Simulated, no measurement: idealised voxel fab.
The name of this process module is voxel self aligned contacts.
Square cell edge 5 nm, section width 260 nm, ID cut.
Reading order for cross-sections: top band down to bottom band. Underlying form: a grid of square cells. Band size: one or more rows of cells. Heads up on the band format: heights come first, top then bottom, in nm. After that it's the materials left to right, each with its width in nm. A single material flagged "throughout" fills the whole band edge to edge, and "air" means there's empty space there. Heights are measured from 0, the level below which the as-received wafer is all one material; the lowest band has no bottom and continues downward, written as in "0 nm and below". The notation "30->40" denotes a width that varies across the rows of cells in the band, beginning at the first number in the top row, finishing at the second number in the bottom row, and changing by an identical amount from each row to the next. No cell of the cross-section changed in a step that is given as "remained unchanged". Entry "Enclosed internal voids" = empty spaces >= 8 cells with no open way to the top; each as width x height at distance, distance from left edge, all nm. What comes after the settings on a step's line is commentary from the simulator itself on that step. A step line may carry the setting "overlay nm", which, for steps involving a mask, states the distance by which the mask lay to the right of its intended position; negative values denote displacement to the left.

SET OUT BELOW ARE THE PLANNED STEPS OF THE PROCESS
- 1: RECEIVE, material Si
- 2: CONFORMAL_DEP, material SiO2, thk nm 5
- 3: DIRECTIONAL_DEP, material polySi, thk nm 30
- 4: DIRECTIONAL_DEP, material SiN, thk nm 20
- 5: DIRECTIONAL_DEP, material aC, thk nm 15
- 6: PATTERN, tone cover, mask id GATE, material resist, width nm 25, pitch nm 55, thk nm 35, overlay nm 0
- 7: DIRECTIONAL_ETCH, etch materials aC, depth nm 15
- 8: STRIP, etch materials resist
- 9: DIRECTIONAL_ETCH, etch materials SiN, depth nm 20
- 10: DIRECTIONAL_ETCH, etch materials polySi, depth nm 30
- 11: STRIP, etch materials aC
- 12: CONFORMAL_DEP, material SiN, thk nm 5
- 13: DIRECTIONAL_ETCH, etch materials SiN, depth nm 5
- 14: FILL_DEP, material SiO2, thk nm 20
- 15: CMP, height nm 65
- 16: DIRECTIONAL_DEP, material aC, thk nm 10
- 17: PATTERN, tone open, mask id CONTACT, material resist, width nm 40, thk nm 25, overlay nm 0
- 18: DIRECTIONAL_ETCH, etch materials aC, depth nm 10
- 19: STRIP, etch materials resist
- 20: DIRECTIONAL_ETCH, etch materials SiO2, depth nm 65
- 21: STRIP, etch materials aC
- 22: CONFORMAL_DEP, material TiN, thk nm 5
- 23: FILL_DEP, material W, thk nm 5
- 24: CMP, height nm 65
- 25: CONFORMAL_DEP, material SiCN, thk nm 5

FIRST OUT OF TWO WAFERS; RUN WENT TO PLAN

THE CROSS-SECTION HERE SHOWS THE WAFER AS RECEIVED, I.E. IN ITS STATE AFTER STEP 1
  0 nm and below | Si throughout
  Enclosed internal voids: none

CROSS-SECTION THROUGH THE WAFER, STEP 2 FINISHED
  5 nm to 0 nm | SiO2 throughout
  Anything lower than 0 is untouched.

CROSS-SECTION THROUGH THE WAFER, STEP 3 FINISHED
  35 nm to 5 nm | polySi throughout
  Anything lower than 5 is untouched.

CROSS-SECTION THROUGH THE WAFER, STEP 4 FINISHED
  55 nm to 35 nm | SiN throughout
  Anything lower than 35 is untouched.

CROSS-SECTION THROUGH THE WAFER, STEP 5 FINISHED
  70 nm to 55 nm | aC throughout
  Anything lower than 55 is untouched.

CROSS-SECTION THROUGH THE WAFER, STEP 6 FINISHED
  105 nm to 70 nm | air=90 | resist=25 | air=30 | resist=25 | air=90
  Anything lower than 70 is untouched.

CROSS-SECTION THROUGH THE WAFER, STEP 7 FINISHED
  90 nm to 70 nm | air=90 | resist=25 | air=30 | resist=25 | air=90
  70 nm to 55 nm | air=90 | aC=25 | air=30 | aC=25 | air=90
  Anything lower than 55 is untouched.

CROSS-SECTION THROUGH THE WAFER, STEP 8 FINISHED
  70 nm to 55 nm | air=90 | aC=25 | air=30 | aC=25 | air=90
  Anything lower than 55 is untouched.

CROSS-SECTION THROUGH THE WAFER, STEP 9 FINISHED
  70 nm to 55 nm | air=90 | aC=25 | air=30 | aC=25 | air=90
  55 nm to 35 nm | air=90 | SiN=25 | air=30 | SiN=25 | air=90
  Anything lower than 35 is untouched.

CROSS-SECTION THROUGH THE WAFER, STEP 10 FINISHED
  70 nm to 55 nm | air=90 | aC=25 | air=30 | aC=25 | air=90
  55 nm to 35 nm | air=90 | SiN=25 | air=30 | SiN=25 | air=90
  35 nm to 5 nm | air=90 | polySi=25 | air=30 | polySi=25 | air=90
  Anything lower than 5 is untouched.

CROSS-SECTION THROUGH THE WAFER, STEP 11 FINISHED
  55 nm to 35 nm | air=90 | SiN=25 | air=30 | SiN=25 | air=90
  Anything lower than 35 is untouched.

CROSS-SECTION THROUGH THE WAFER, STEP 12 FINISHED
  60 nm to 35 nm | air=85 | SiN=35 | air=20 | SiN=35 | air=85
  35 nm to 10 nm | air=85 | SiN=5 | polySi=25 | SiN=5 | air=20 | SiN=5 | polySi=25 | SiN=5 | air=85
  10 nm to 5 nm | SiN=90 | polySi=25 | SiN=30 | polySi=25 | SiN=90
  Anything lower than 5 is untouched.

CROSS-SECTION THROUGH THE WAFER, STEP 13 FINISHED
  55 nm to 35 nm | air=85 | SiN=35 | air=20 | SiN=35 | air=85
  35 nm to 5 nm | air=85 | SiN=5 | polySi=25 | SiN=5 | air=20 | SiN=5 | polySi=25 | SiN=5 | air=85
  Anything lower than 5 is untouched.

CROSS-SECTION THROUGH THE WAFER, STEP 14 FINISHED
  75 nm to 55 nm | SiO2 throughout
  55 nm to 35 nm | SiO2=85 | SiN=35 | SiO2=20 | SiN=35 | SiO2=85
  35 nm to 5 nm | SiO2=85 | SiN=5 | polySi=25 | SiN=5 | SiO2=20 | SiN=5 | polySi=25 | SiN=5 | SiO2=85
  Anything lower than 5 is untouched.

CROSS-SECTION THROUGH THE WAFER, STEP 15 FINISHED
  65 nm to 55 nm | SiO2 throughout
  Anything lower than 55 is untouched.

CROSS-SECTION THROUGH THE WAFER, STEP 16 FINISHED
  75 nm to 65 nm | aC throughout
  Anything lower than 65 is untouched.

CROSS-SECTION THROUGH THE WAFER, STEP 17 FINISHED
  100 nm to 75 nm | resist=110 | air=40 | resist=110
  Anything lower than 75 is untouched.

CROSS-SECTION THROUGH THE WAFER, STEP 18 FINISHED
  90 nm to 75 nm | resist=110 | air=40 | resist=110
  75 nm to 65 nm | aC=110 | air=40 | aC=110
  Anything lower than 65 is untouched.

CROSS-SECTION THROUGH THE WAFER, STEP 19 FINISHED
  75 nm to 65 nm | aC=110 | air=40 | aC=110
  Anything lower than 65 is untouched.

CROSS-SECTION THROUGH THE WAFER, STEP 20 FINISHED
  75 nm to 65 nm | aC=110 | air=40 | aC=110
  65 nm to 55 nm | SiO2=110 | air=40 | SiO2=110
  55 nm to 35 nm | SiO2=85 | SiN=35 | air=20 | SiN=35 | SiO2=85
  35 nm to 5 nm | SiO2=85 | SiN=5 | polySi=25 | SiN=5 | air=20 | SiN=5 | polySi=25 | SiN=5 | SiO2=85
  5 nm to 0 nm | SiO2=120 | air=20 | SiO2=120
  Anything lower than 0 is untouched.

CROSS-SECTION THROUGH THE WAFER, STEP 21 FINISHED
  65 nm to 55 nm | SiO2=110 | air=40 | SiO2=110
  Anything lower than 55 is untouched.

CROSS-SECTION THROUGH THE WAFER, STEP 22 FINISHED
  70 nm to 65 nm | TiN=115 | air=30 | TiN=115
  65 nm to 55 nm | SiO2=110 | TiN=5->15 | air=30->10 | TiN=5->15 | SiO2=110
  55 nm to 35 nm | SiO2=85 | SiN=35 | TiN=5 | air=10 | TiN=5 | SiN=35 | SiO2=85
  35 nm to 5 nm | SiO2=85 | SiN=5 | polySi=25 | SiN=5 | TiN=5 | air=10 | TiN=5 | SiN=5 | polySi=25 | SiN=5 | SiO2=85
  5 nm to 0 nm | SiO2=120 | TiN=20 | SiO2=120
  Anything lower than 0 is untouched.

CROSS-SECTION THROUGH THE WAFER, STEP 23 FINISHED
  75 nm to 70 nm | W throughout
  70 nm to 65 nm | TiN=115 | W=30 | TiN=115
  65 nm to 55 nm | SiO2=110 | TiN=5->15 | W=30->10 | TiN=5->15 | SiO2=110
  55 nm to 35 nm | SiO2=85 | SiN=35 | TiN=5 | W=10 | TiN=5 | SiN=35 | SiO2=85
  35 nm to 5 nm | SiO2=85 | SiN=5 | polySi=25 | SiN=5 | TiN=5 | W=10 | TiN=5 | SiN=5 | polySi=25 | SiN=5 | SiO2=85
  Anything lower than 5 is untouched.

CROSS-SECTION THROUGH THE WAFER, STEP 24 FINISHED
  65 nm to 55 nm | SiO2=110 | TiN=5->15 | W=30->10 | TiN=5->15 | SiO2=110
  Anything lower than 55 is untouched.

CROSS-SECTION THROUGH THE WAFER, STEP 25 FINISHED
  70 nm to 65 nm | SiCN throughout
  Anything lower than 65 is untouched.

OKAY, SECOND WAFER. NOTHING DIFFERENT AT THE START, NOTHING DIFFERENT IN THE PLAN, JUST ONE MISTAKE SOMEWHERE IN THE RUNNING. AS FAR AS STEP 3, COUNTING THAT STEP, IT'S THE FIRST WAFER ALL OVER AGAIN

LOOK AT THE SECOND WAFER IN CROSS-SECTION AT THE TIME STEP 4 OUGHT TO HAVE FINISHED
  60 nm to 35 nm | SiN throughout
  Anything lower than 35 is untouched.

LOOK AT THE SECOND WAFER IN CROSS-SECTION AT THE TIME STEP 5 OUGHT TO HAVE FINISHED
  75 nm to 60 nm | aC throughout
  Anything lower than 60 is untouched.

LOOK AT THE SECOND WAFER IN CROSS-SECTION AT THE TIME STEP 6 OUGHT TO HAVE FINISHED
  110 nm to 75 nm | air=90 | resist=25 | air=30 | resist=25 | air=90
  Anything lower than 75 is untouched.

LOOK AT THE SECOND WAFER IN CROSS-SECTION AT THE TIME STEP 7 OUGHT TO HAVE FINISHED
  95 nm to 75 nm | air=90 | resist=25 | air=30 | resist=25 | air=90
  75 nm to 60 nm | air=90 | aC=25 | air=30 | aC=25 | air=90
  Anything lower than 60 is untouched.

LOOK AT THE SECOND WAFER IN CROSS-SECTION AT THE TIME STEP 8 OUGHT TO HAVE FINISHED
  75 nm to 60 nm | air=90 | aC=25 | air=30 | aC=25 | air=90
  Anything lower than 60 is untouched.

LOOK AT THE SECOND WAFER IN CROSS-SECTION AT THE TIME STEP 9 OUGHT TO HAVE FINISHED
  75 nm to 60 nm | air=90 | aC=25 | air=30 | aC=25 | air=90
  60 nm to 40 nm | air=90 | SiN=25 | air=30 | SiN=25 | air=90
  Anything lower than 40 is untouched.

Look at the second wafer in cross-section at the time step 10 ought to have finished: remained unchanged

LOOK AT THE SECOND WAFER IN CROSS-SECTION AT THE TIME STEP 11 OUGHT TO HAVE FINISHED
  60 nm to 40 nm | air=90 | SiN=25 | air=30 | SiN=25 | air=90
  Anything lower than 40 is untouched.

LOOK AT THE SECOND WAFER IN CROSS-SECTION AT THE TIME STEP 12 OUGHT TO HAVE FINISHED
  65 nm to 45 nm | air=85 | SiN=35 | air=20 | SiN=35 | air=85
  45 nm to 35 nm | SiN throughout
  Anything lower than 35 is untouched.

LOOK AT THE SECOND WAFER IN CROSS-SECTION AT THE TIME STEP 13 OUGHT TO HAVE FINISHED
  60 nm to 40 nm | air=85 | SiN=35 | air=20 | SiN=35 | air=85
  Anything lower than 40 is untouched.

LOOK AT THE SECOND WAFER IN CROSS-SECTION AT THE TIME STEP 14 OUGHT TO HAVE FINISHED
  80 nm to 60 nm | SiO2 throughout
  60 nm to 40 nm | SiO2=85 | SiN=35 | SiO2=20 | SiN=35 | SiO2=85
  Anything lower than 40 is untouched.

LOOK AT THE SECOND WAFER IN CROSS-SECTION AT THE TIME STEP 15 OUGHT TO HAVE FINISHED
  65 nm to 60 nm | SiO2 throughout
  Anything lower than 60 is untouched.

LOOK AT THE SECOND WAFER IN CROSS-SECTION AT THE TIME STEP 16 OUGHT TO HAVE FINISHED
  75 nm to 65 nm | aC throughout
  Anything lower than 65 is untouched.

LOOK AT THE SECOND WAFER IN CROSS-SECTION AT THE TIME STEP 17 OUGHT TO HAVE FINISHED
  100 nm to 75 nm | resist=110 | air=40 | resist=110
  Anything lower than 75 is untouched.

LOOK AT THE SECOND WAFER IN CROSS-SECTION AT THE TIME STEP 18 OUGHT TO HAVE FINISHED
  90 nm to 75 nm | resist=110 | air=40 | resist=110
  75 nm to 65 nm | aC=110 | air=40 | aC=110
  Anything lower than 65 is untouched.

LOOK AT THE SECOND WAFER IN CROSS-SECTION AT THE TIME STEP 19 OUGHT TO HAVE FINISHED
  75 nm to 65 nm | aC=110 | air=40 | aC=110
  Anything lower than 65 is untouched.

LOOK AT THE SECOND WAFER IN CROSS-SECTION AT THE TIME STEP 20 OUGHT TO HAVE FINISHED
  75 nm to 65 nm | aC=110 | air=40 | aC=110
  65 nm to 60 nm | SiO2=110 | air=40 | SiO2=110
  60 nm to 40 nm | SiO2=85 | SiN=35 | air=20 | SiN=35 | SiO2=85
  Anything lower than 40 is untouched.

LOOK AT THE SECOND WAFER IN CROSS-SECTION AT THE TIME STEP 21 OUGHT TO HAVE FINISHED
  65 nm to 60 nm | SiO2=110 | air=40 | SiO2=110
  Anything lower than 60 is untouched.

LOOK AT THE SECOND WAFER IN CROSS-SECTION AT THE TIME STEP 22 OUGHT TO HAVE FINISHED
  70 nm to 65 nm | TiN=115 | air=30 | TiN=115
  65 nm to 60 nm | SiO2=110 | TiN=15 | air=10 | TiN=15 | SiO2=110
  60 nm to 45 nm | SiO2=85 | SiN=35 | TiN=5 | air=10 | TiN=5 | SiN=35 | SiO2=85
  45 nm to 40 nm | SiO2=85 | SiN=35 | TiN=20 | SiN=35 | SiO2=85
  Anything lower than 40 is untouched.

LOOK AT THE SECOND WAFER IN CROSS-SECTION AT THE TIME STEP 23 OUGHT TO HAVE FINISHED
  75 nm to 70 nm | W throughout
  70 nm to 65 nm | TiN=115 | W=30 | TiN=115
  65 nm to 60 nm | SiO2=110 | TiN=15 | W=10 | TiN=15 | SiO2=110
  60 nm to 45 nm | SiO2=85 | SiN=35 | TiN=5 | W=10 | TiN=5 | SiN=35 | SiO2=85
  Anything lower than 45 is untouched.

LOOK AT THE SECOND WAFER IN CROSS-SECTION AT THE TIME STEP 24 OUGHT TO HAVE FINISHED
  65 nm to 60 nm | SiO2=110 | TiN=15 | W=10 | TiN=15 | SiO2=110
  Anything lower than 60 is untouched.

LOOK AT THE SECOND WAFER IN CROSS-SECTION AT THE TIME STEP 25 OUGHT TO HAVE FINISHED
  70 nm to 65 nm | SiCN throughout
  Anything lower than 65 is untouched.
Want to know what went wrong? step 4 ran with different settings than intended, the actual operation and settings being DIRECTIONAL_DEP, material SiN, thk nm 25
Upon completion, the second wafer contains, in terms of cells, a greater or smaller amount of certain materials than the first wafer: 28 more of SiN, 244 fewer of SiO2, 16 fewer of TiN, 20 fewer of W, 252 more of polySi
